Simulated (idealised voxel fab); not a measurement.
Proc. module: voxel air gaps
Square cell edge 5 nm, section width 275 nm, ID cut.
Square cells in a grid make up a cross-section in this document, and the grid is given as bands, listed from the top down, each one or more rows of cells.
For a band, the entry starts with two heights in nm, that of the top and then that of the bottom, and carries on with the band's materials in order from left to right, each alongside its width in nm; the word "throughout" beside a single material means it fills the band edge to edge, and "blank" means empty space.
All heights in this document are referenced to 0, defined as the level beneath which the wafer, as received, consists entirely of one material. The lowest band is not bounded below; it extends indefinitely downward and is written in the form "z 0 and below".
When a width is written as two numbers, as in "30..40", the first number is the width in the top row of cells of the band and the second is the width in its bottom row, and the width changes by the same amount from each row to the next.
Step marked "nothing altered"? Then no cell in the cross-section changed in it.
This entry, "Entrapped voids", enumerates those empty regions of no fewer than 8 cells that possess no open connection to the top. Each region is reported in the form width x height at distance, the distance being taken from the left edge, with all three quantities expressed in nm.
after a step's settings: what the simulator itself notes on the step
"overlay nm" denotes, for a step that has a mask, the displacement of the mask to the right of its planned place, with negative values corresponding to the left.
## List of planned process steps
1: RECEIVE,material Si
2: CONFORMAL_DEP,material SiO2,thk nm 10
3: CONFORMAL_DEP,material SiN,thk nm 5
4: DIRECTIONAL_DEP,material SiO2,thk nm 35
5: MASKED_ETCH,tone open,mask id LINES,width nm 20,pitch nm 50,etch materials SiO2,depth nm 35,overlay nm 0
6: CONFORMAL_DEP,material TiN,thk nm 5
7: FILL_DEP,material W,thk nm 10
8: CMP,height nm 50
9: EPI,material Ru,thk nm 10
10: SELECTIVE_ETCH,etch materials SiO2,depth nm 45
11: CONFORMAL_DEP,material SiN,thk nm 5
## As-received wafer cross-section (after step 1)
- z 0 and below | Si throughout
- Entrapped voids: none
## The module was run from the start shown above using the plan shown above, but one mistake was made doing it; the resulting wafer cross-section is below
- z 65 to 60 | blank 35, then SiN 200, then blank 40
- z 60 to 50 | blank 35, then SiN 5, then Ru 40, then SiN 10, then Ru 40, then SiN 10, then Ru 40, then SiN 10, then Ru 40, then SiN 5, then blank 40
- z 50 to 45 | blank 35, then SiN 15, then TiN 5, then SiO2 10, then TiN 5, then SiN 30, then TiN 5, then SiO2 10, then TiN 5, then SiN 30, then TiN 5, then SiO2 10, then TiN 5, then SiN 30, then TiN 5, then SiO2 10, then TiN 5, then SiN 15, then blank 40
- z 45 to 20 | blank 45, then SiN 5, then TiN 5, then SiO2 10, then TiN 5, then SiN 5, then blank 20, then SiN 5, then TiN 5, then SiO2 10, then TiN 5, then SiN 5, then blank 20, then SiN 5, then TiN 5, then SiO2 10, then TiN 5, then SiN 5, then blank 20, then SiN 5, then TiN 5, then SiO2 10, then TiN 5, then SiN 5, then blank 50
- z 20 to 15 | SiN 50, then TiN 20, then SiN 30, then TiN 20, then SiN 30, then TiN 20, then SiN 30, then TiN 20, then SiN 55
- z 15 to 10 | SiN throughout
- z 10 to 0 | SiO2 throughout
- z 0 and below | Si throughout
- Entrapped voids: 20 x 25 at 75; 20 x 25 at 125; 20 x 25 at 175
Heads up, the wafer didn't run the way we planned it: heads up, step 7 didn't go per plan, it actually ran as FILL_DEP,material SiO2,thk nm 10
